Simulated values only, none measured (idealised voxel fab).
The document below concerns the process module designated voxel self aligned contacts.
We display cut, a cross-section 180 nm in width whose square cells are each 5 nm.
A cross-section is a grid of square cells, given in bands from the top down. A band is one or more rows of cells. Heads up on the band format: heights come first, top then bottom, in nm. After that it's the materials left to right, each with its width in nm. A single material flagged "everywhere" fills the whole band edge to edge, and "empty" means there's empty space there. Where do heights start? At 0: under that level the wafer as delivered is made of one material only. And the lowest band has no floor; it just carries on downward, as in "0..down". Width "30->40": first value at the band's top row of cells, second value at its bottom row, equal change from row to row. Step marked "identical to before"? Then no cell in the cross-section changed in it. Closed empty spaces (no open way to the top) of 8 cells or more are what "Fully enclosed voids" lists, each as width x height at distance from the left edge, nm for all three. The remark found on a step's line after its settings is issued by the simulator itself and pertains to that step. overlay nm: on a step with a mask, how far right of its planned place the mask lay; negative means left.

Listed below are the process steps as planned
1,RECEIVE (material Si)
2,OXIDIZE (depth nm 5)
3,DIRECTIONAL_DEP (material polySi; thk nm 30)
4,DIRECTIONAL_DEP (material SiN; thk nm 20)
5,MASKED_ETCH (tone cover; mask id GATE; width nm 25; pitch nm 55; etch materials SiN; depth nm 20; overlay nm 0)
6,MASKED_ETCH (tone cover; mask id GATE; width nm 25; pitch nm 55; etch materials polySi; depth nm 30; overlay nm -5)
7,CONFORMAL_DEP (material SiN; thk nm 5)
8,DIRECTIONAL_ETCH (etch materials SiN; depth nm 5)
9,FILL_DEP (material SiO2; thk nm 20)
10,CMP (height nm 60)
11,MASKED_ETCH (tone open; mask id CONTACT; width nm 40; pitch nm 55; etch materials SiO2; depth nm 65; overlay nm 0)
12,CONFORMAL_DEP (material TiN; thk nm 5)
13,FILL_DEP (material Ru; thk nm 5)
14,CMP (height nm 60)
15,CONFORMAL_DEP (material SiCN; thk nm 5)
All wafers enter the flow in the same state. The overlay nm at step 6 differs from wafer to wafer, and the plan gives the value for the first wafer.

Incoming state of the first of several wafers in cross-section: after step 1
* 0..down | Si everywhere
* Fully enclosed voids: none

What follows is a table in which each wafer occupies a row; for the wafer as it stands at the close of the module, the row states, material by material, how many cells have been gained (+) or lost (-) since receipt, and then gives its closed voids
overlay nm -5, +42 Ru, -36 Si, +36 SiCN, +120 SiN, +134 SiO2, +64 TiN, +108 polySi, Fully enclosed voids: none
overlay nm 0, +56 Ru, -36 Si, +36 SiCN, +120 SiN, +138 SiO2, +64 TiN, +90 polySi, Fully enclosed voids: none
overlay nm 5, +42 Ru, -36 Si, +36 SiCN, +120 SiN, +134 SiO2, +64 TiN, +108 polySi, Fully enclosed voids: none
overlay nm 10, +28 Ru, -36 Si, +36 SiCN, +120 SiN, +130 SiO2, +64 TiN, +126 polySi, Fully enclosed voids: none
